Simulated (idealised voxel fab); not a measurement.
voxel wiring stack: a process module
Section shown: cut. Width: 195 nm. Cell size: 5 nm, square.
A cross-section is written here as square cells arranged in a grid, and it is given in bands from the top down, each band taking up one or more rows of cells.
Per band: top height and bottom height in nm, followed by the left-to-right materials and their widths in nm; "throughout" marks a single material spanning edge to edge, "air" marks empty space.
Ref level 0: as-received wafer is one material below here. Bottom band extends down with no lower bound ("0..down").
The notation "30 to 40" denotes a width that varies across the rows of cells in the band, beginning at the first number in the top row, finishing at the second number in the bottom row, and changing by an identical amount from each row to the next.
Given "left unchanged" for a step, no cell of the cross-section differs between before and after that step.
Closed empty spaces: empty space of 8 cells or more with no open way to the top, each as width x height at its distance from the left edge, in nm
On a step's line, text after the settings is the simulator commenting on that step.
You can add "overlay nm" to a step's line. For a step with a mask, it describes how far the mask lay to the right of its planned position, and a negative number describes a lay to the left.

-- List of planned process steps
1 RECEIVE | material Si
2 CONFORMAL_DEP | material SiO2 | thk nm 15
3 CONFORMAL_DEP | material SiN | thk nm 5
4 DIRECTIONAL_DEP | material lowk | thk nm 25
5 PATTERN | tone open | mask id METAL_1 | material resist | width nm 15 | pitch nm 45 | thk nm 20 | overlay nm 0
6 DIRECTIONAL_ETCH | etch materials lowk | depth nm 25
7 DIRECTIONAL_ETCH | etch materials SiN | depth nm 5
8 STRIP | etch materials resist
9 CONFORMAL_DEP | material TiN | thk nm 5
10 FILL_DEP | material Cu | thk nm 5
11 CMP | height nm 45
12 CONFORMAL_DEP | material SiCN | thk nm 5
13 DIRECTIONAL_DEP | material SiO2 | thk nm 10
14 MASKED_ETCH | tone open | mask id PLUG_1 | width nm 15 | pitch nm 90 | etch materials SiO2 | depth nm 10 | overlay nm 0
15 MASKED_ETCH | tone open | mask id PLUG_1 | width nm 15 | pitch nm 90 | etch materials SiCN | depth nm 5 | overlay nm 0
16 EPI | material Ru | thk nm 10
17 EPI | material Ru | thk nm 5
18 CONFORMAL_DEP | material SiN | thk nm 5
19 DIRECTIONAL_DEP | material lowk | thk nm 15
20 PATTERN | tone open | mask id METAL_2 | material resist | width nm 25 | pitch nm 45 | thk nm 15 | overlay nm 0
21 DIRECTIONAL_ETCH | etch materials lowk | depth nm 15
22 DIRECTIONAL_ETCH | etch materials SiN | depth nm 5
23 STRIP | etch materials resist
24 CONFORMAL_DEP | material TiN | thk nm 5
25 FILL_DEP | material Cu | thk nm 5
26 CMP | height nm 80
27 CONFORMAL_DEP | material SiCN | thk nm 5
Where the wafers of this document differ is in the width nm of step 5; they start out the same, and the plan states the value that applied to the first wafer.

-- Received condition of the first of several wafers, sectioned: post-step 1
> 0..down: Si throughout
> Closed empty spaces: none

-- Module finished, last step 27 done: cross-section of the first of several wafers
> 85..80: SiCN throughout
> 80..65: 15 of lowk / 5 of TiN / 15 of Cu / 5 of TiN / 20 of lowk / 5 of TiN / 15 of Cu / 5 of TiN / 20 of lowk / 5 of TiN / 15 of Cu / 5 of TiN / 20 of lowk / 5 of TiN / 15 of Cu / 5 of TiN / 20 of lowk
> 65..60: 15 of SiN / 25 of TiN / 20 of SiN / 25 of TiN / 20 of SiN / 25 of TiN / 20 of SiN / 25 of TiN / 20 of SiN
> 60..50: 15 of SiO2 / 15 of Ru / 75 of SiO2 / 15 of Ru / 75 of SiO2
> 50..45: 15 of SiCN / 15 of Ru / 75 of SiCN / 15 of Ru / 75 of SiCN
> 45..20: 20 of lowk / 5 of TiN / 5 of Cu / 5 of TiN / 30 of lowk / 5 of TiN / 5 of Cu / 5 of TiN / 30 of lowk / 5 of TiN / 5 of Cu / 5 of TiN / 30 of lowk / 5 of TiN / 5 of Cu / 5 of TiN / 25 of lowk
> 20..15: 20 of SiN / 15 of TiN / 30 of SiN / 15 of TiN / 30 of SiN / 15 of TiN / 30 of SiN / 15 of TiN / 25 of SiN
> 15..0: SiO2 throughout
> 0..down: Si throughout
> Closed empty spaces: none

-- Cross-section, last wafer, module completion
> 85..80: SiCN throughout
> 80..65: 15 of lowk / 5 of TiN / 15 of Cu / 5 of TiN / 20 of lowk / 5 of TiN / 15 of Cu / 5 of TiN / 20 of lowk / 5 of TiN / 15 of Cu / 5 of TiN / 20 of lowk / 5 of TiN / 15 of Cu / 5 of TiN / 20 of lowk
> 65..60: 15 of SiN / 25 of TiN / 20 of SiN / 25 of TiN / 20 of SiN / 25 of TiN / 20 of SiN / 25 of TiN / 20 of SiN
> 60..50: 15 of SiO2 / 15 of Ru / 75 of SiO2 / 15 of Ru / 75 of SiO2
> 50..45: 15 of SiCN / 15 of Ru / 75 of SiCN / 15 of Ru / 75 of SiCN
> 45..20: 15 of lowk / 5 of TiN / 20 of Cu / 5 of TiN / 15 of lowk / 5 of TiN / 20 of Cu / 5 of TiN / 15 of lowk / 5 of TiN / 20 of Cu / 5 of TiN / 15 of lowk / 5 of TiN / 20 of Cu / 5 of TiN / 15 of lowk
> 20..15: 15 of SiN / 30 of TiN / 15 of SiN / 30 of TiN / 15 of SiN / 30 of TiN / 15 of SiN / 30 of TiN / 15 of SiN
> 15..0: SiO2 throughout
> 0..down: Si throughout
> Closed empty spaces: none

-- Below, a row for every wafer. Read it as the end-of-module picture: for each material the wafer shows its cells gained (+) or lost (-) since it was received, and then its closed voids
width nm 15, +56 Cu, +18 Ru, +72 SiCN, +46 SiN, +183 SiO2, +96 TiN, +192 lowk, Closed empty spaces: none
width nm 20, +76 Cu, +18 Ru, +72 SiCN, +42 SiN, +183 SiO2, +100 TiN, +172 lowk, Closed empty spaces: none
width nm 25, +96 Cu, +18 Ru, +72 SiCN, +38 SiN, +183 SiO2, +104 TiN, +152 lowk, Closed empty spaces: none
width nm 30, +116 Cu, +18 Ru, +72 SiCN, +34 SiN, +183 SiO2, +108 TiN, +132 lowk, Closed empty spaces: none
